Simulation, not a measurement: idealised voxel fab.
The following process module bears the name voxel air gaps.
Xsec cut, 285 nm wide, square cell size 5 nm.
A cross-section in this document is a grid of square cells, and it is written down as bands, the top band listed before the ones below it; a band is made up of one or more rows of cells.
In this notation a band is specified by the heights of its top and bottom, in that order and in nm, after which its materials appear from left to right, each paired with its width in nm. The word "all across" attached to a single material means that material fills the band from edge to edge; the word "blank" stands for empty space.
Beneath 0, the wafer as received is one material, and that level is where height counting begins. The lowest band goes on downward without a bottom; it is written like "0 down".
The two numbers in a width such as "30 to 40" mark its ends across the band: the first belongs to the top row of cells, the second to the bottom row, and from each row to the next the width moves by the same amount.
"stayed the same" after a step means that no cell of the cross-section changed.
Voids not open to the top, 8 cells minimum: see "Enclosed voids". Written width x height at distance; distance is from the left edge; nm.
It should be noted that, on the line of a given step, the content following the step's settings is a remark produced by the simulator itself with respect to that step.
What "overlay nm" on a step's line means: if the step has a mask, that mask lay this far to the right of its planned place, or, when the value is negative, to the left.
### The steps planned for the process are as follows
1. RECEIVE with material Si
2. CONFORMAL_DEP with material SiO2, thk nm 10
3. CONFORMAL_DEP with material SiCN, thk nm 5
4. DIRECTIONAL_DEP with material SiO2, thk nm 40
5. MASKED_ETCH with tone open, mask id LINES, width nm 25, pitch nm 50, etch materials SiO2, depth nm 40, overlay nm 0
6. CONFORMAL_DEP with material TiN, thk nm 5
7. FILL_DEP with material W, thk nm 10
8. CMP with height nm 55
9. EPI with material Ru, thk nm 10
10. SELECTIVE_ETCH with etch materials SiO2, depth nm 50
11. CONFORMAL_DEP with material SiCN, thk nm 5
### The first of a set of two wafers, run to plan
### Cross-section, incoming material, after step 1
0 down | Si all across
Enclosed voids: none
### Wafer xsec, post step 2
10 to 0 | SiO2 all across
Beneath the level 0, the cross-section is identical to its previous state.
### Wafer xsec, post step 3
15 to 10 | SiCN all across
Beneath the level 10, the cross-section is identical to its previous state.
### Wafer xsec, post step 4
55 to 15 | SiO2 all across
Beneath the level 15, the cross-section is identical to its previous state.
### Wafer xsec, post step 5
55 to 15 | 80 nm SiO2 / 25 nm blank / 25 nm SiO2 / 25 nm blank / 25 nm SiO2 / 25 nm blank / 80 nm SiO2
Beneath the level 15, the cross-section is identical to its previous state.
### Wafer xsec, post step 6
60 to 55 | 85 nm TiN / 15 nm blank / 35 nm TiN / 15 nm blank / 35 nm TiN / 15 nm blank / 85 nm TiN
55 to 20 | 80 nm SiO2 / 5 nm TiN / 15 nm blank / 5 nm TiN / 25 nm SiO2 / 5 nm TiN / 15 nm blank / 5 nm TiN / 25 nm SiO2 / 5 nm TiN / 15 nm blank / 5 nm TiN / 80 nm SiO2
20 to 15 | 80 nm SiO2 / 25 nm TiN / 25 nm SiO2 / 25 nm TiN / 25 nm SiO2 / 25 nm TiN / 80 nm SiO2
Beneath the level 15, the cross-section is identical to its previous state.
### Wafer xsec, post step 7
70 to 60 | W all across
60 to 55 | 85 nm TiN / 15 nm W / 35 nm TiN / 15 nm W / 35 nm TiN / 15 nm W / 85 nm TiN
55 to 20 | 80 nm SiO2 / 5 nm TiN / 15 nm W / 5 nm TiN / 25 nm SiO2 / 5 nm TiN / 15 nm W / 5 nm TiN / 25 nm SiO2 / 5 nm TiN / 15 nm W / 5 nm TiN / 80 nm SiO2
Beneath the level 20, the cross-section is identical to its previous state.
### Wafer xsec, post step 8
55 to 20 | 80 nm SiO2 / 5 nm TiN / 15 nm W / 5 nm TiN / 25 nm SiO2 / 5 nm TiN / 15 nm W / 5 nm TiN / 25 nm SiO2 / 5 nm TiN / 15 nm W / 5 nm TiN / 80 nm SiO2
Beneath the level 20, the cross-section is identical to its previous state.
### Wafer xsec, post step 9
65 to 55 | 70 nm blank / 45 nm Ru / 5 nm blank / 45 nm Ru / 5 nm blank / 45 nm Ru / 70 nm blank
Beneath the level 55, the cross-section is identical to its previous state.
### Wafer xsec, post step 10
65 to 55 | 70 nm blank / 45 nm Ru / 5 nm blank / 45 nm Ru / 5 nm blank / 45 nm Ru / 70 nm blank
55 to 20 | 80 nm blank / 5 nm TiN / 15 nm W / 5 nm TiN / 25 nm blank / 5 nm TiN / 15 nm W / 5 nm TiN / 25 nm blank / 5 nm TiN / 15 nm W / 5 nm TiN / 80 nm blank
20 to 15 | 80 nm blank / 25 nm TiN / 25 nm blank / 25 nm TiN / 25 nm blank / 25 nm TiN / 80 nm blank
Beneath the level 15, the cross-section is identical to its previous state.
### Wafer xsec, post step 11
70 to 65 | 65 nm blank / 155 nm SiCN / 65 nm blank
65 to 55 | 65 nm blank / 5 nm SiCN / 45 nm Ru / 5 nm SiCN / 45 nm Ru / 5 nm SiCN / 45 nm Ru / 5 nm SiCN / 65 nm blank
55 to 50 | 65 nm blank / 15 nm SiCN / 5 nm TiN / 15 nm W / 5 nm TiN / 25 nm SiCN / 5 nm TiN / 15 nm W / 5 nm TiN / 25 nm SiCN / 5 nm TiN / 15 nm W / 5 nm TiN / 15 nm SiCN / 65 nm blank
50 to 20 | 75 nm blank / 5 nm SiCN / 5 nm TiN / 15 nm W / 5 nm TiN / 5 nm SiCN / 15 nm blank / 5 nm SiCN / 5 nm TiN / 15 nm W / 5 nm TiN / 5 nm SiCN / 15 nm blank / 5 nm SiCN / 5 nm TiN / 15 nm W / 5 nm TiN / 5 nm SiCN / 75 nm blank
20 to 15 | 80 nm SiCN / 25 nm TiN / 25 nm SiCN / 25 nm TiN / 25 nm SiCN / 25 nm TiN / 80 nm SiCN
Beneath the level 15, the cross-section is identical to its previous state.
Enclosed voids: 15 x 30 at 110; 15 x 30 at 160
### Second Wafer (Identical Start and Plan, One Processing Error; Matches First Wafer Through Step 4)
### Planned end of step 5: second wafer, cross-section
55 to 15 | 70 nm SiO2 / 25 nm blank / 25 nm SiO2 / 25 nm blank / 25 nm SiO2 / 25 nm blank / 90 nm SiO2
Beneath the level 15, the cross-section is identical to its previous state.
### Planned end of step 6: second wafer, cross-section
60 to 55 | 75 nm TiN / 15 nm blank / 35 nm TiN / 15 nm blank / 35 nm TiN / 15 nm blank / 95 nm TiN
55 to 20 | 70 nm SiO2 / 5 nm TiN / 15 nm blank / 5 nm TiN / 25 nm SiO2 / 5 nm TiN / 15 nm blank / 5 nm TiN / 25 nm SiO2 / 5 nm TiN / 15 nm blank / 5 nm TiN / 90 nm SiO2
20 to 15 | 70 nm SiO2 / 25 nm TiN / 25 nm SiO2 / 25 nm TiN / 25 nm SiO2 / 25 nm TiN / 90 nm SiO2
Beneath the level 15, the cross-section is identical to its previous state.
### Planned end of step 7: second wafer, cross-section
70 to 60 | W all across
60 to 55 | 75 nm TiN / 15 nm W / 35 nm TiN / 15 nm W / 35 nm TiN / 15 nm W / 95 nm TiN
55 to 20 | 70 nm SiO2 / 5 nm TiN / 15 nm W / 5 nm TiN / 25 nm SiO2 / 5 nm TiN / 15 nm W / 5 nm TiN / 25 nm SiO2 / 5 nm TiN / 15 nm W / 5 nm TiN / 90 nm SiO2
Beneath the level 20, the cross-section is identical to its previous state.
### Planned end of step 8: second wafer, cross-section
55 to 20 | 70 nm SiO2 / 5 nm TiN / 15 nm W / 5 nm TiN / 25 nm SiO2 / 5 nm TiN / 15 nm W / 5 nm TiN / 25 nm SiO2 / 5 nm TiN / 15 nm W / 5 nm TiN / 90 nm SiO2
Beneath the level 20, the cross-section is identical to its previous state.
### Planned end of step 9: second wafer, cross-section
65 to 55 | 60 nm blank / 45 nm Ru / 5 nm blank / 45 nm Ru / 5 nm blank / 45 nm Ru / 80 nm blank
Beneath the level 55, the cross-section is identical to its previous state.
### Planned end of step 10: second wafer, cross-section
65 to 55 | 60 nm blank / 45 nm Ru / 5 nm blank / 45 nm Ru / 5 nm blank / 45 nm Ru / 80 nm blank
55 to 20 | 70 nm blank / 5 nm TiN / 15 nm W / 5 nm TiN / 25 nm blank / 5 nm TiN / 15 nm W / 5 nm TiN / 25 nm blank / 5 nm TiN / 15 nm W / 5 nm TiN / 90 nm blank
20 to 15 | 70 nm blank / 25 nm TiN / 25 nm blank / 25 nm TiN / 25 nm blank / 25 nm TiN / 90 nm blank
Beneath the level 15, the cross-section is identical to its previous state.
### Planned end of step 11: second wafer, cross-section
70 to 65 | 55 nm blank / 155 nm SiCN / 75 nm blank
65 to 55 | 55 nm blank / 5 nm SiCN / 45 nm Ru / 5 nm SiCN / 45 nm Ru / 5 nm SiCN / 45 nm Ru / 5 nm SiCN / 75 nm blank
55 to 50 | 55 nm blank / 15 nm SiCN / 5 nm TiN / 15 nm W / 5 nm TiN / 25 nm SiCN / 5 nm TiN / 15 nm W / 5 nm TiN / 25 nm SiCN / 5 nm TiN / 15 nm W / 5 nm TiN / 15 nm SiCN / 75 nm blank
50 to 20 | 65 nm blank / 5 nm SiCN / 5 nm TiN / 15 nm W / 5 nm TiN / 5 nm SiCN / 15 nm blank / 5 nm SiCN / 5 nm TiN / 15 nm W / 5 nm TiN / 5 nm SiCN / 15 nm blank / 5 nm SiCN / 5 nm TiN / 15 nm W / 5 nm TiN / 5 nm SiCN / 85 nm blank
20 to 15 | 70 nm SiCN / 25 nm TiN / 25 nm SiCN / 25 nm TiN / 25 nm SiCN / 25 nm TiN / 90 nm SiCN
Beneath the level 15, the cross-section is identical to its previous state.
Enclosed voids: 15 x 30 at 100; 15 x 30 at 150
Where did the run depart from the plan? note that step 5 departed from the planned setting and was carried out as MASKED_ETCH with tone open, mask id LINES, width nm 25, pitch nm 50, etch materials SiO2, depth nm 40, overlay nm -10
In the final comparison it is observed that the number of cells assigned to each material is identical for the two wafers, whereas their placement is not.
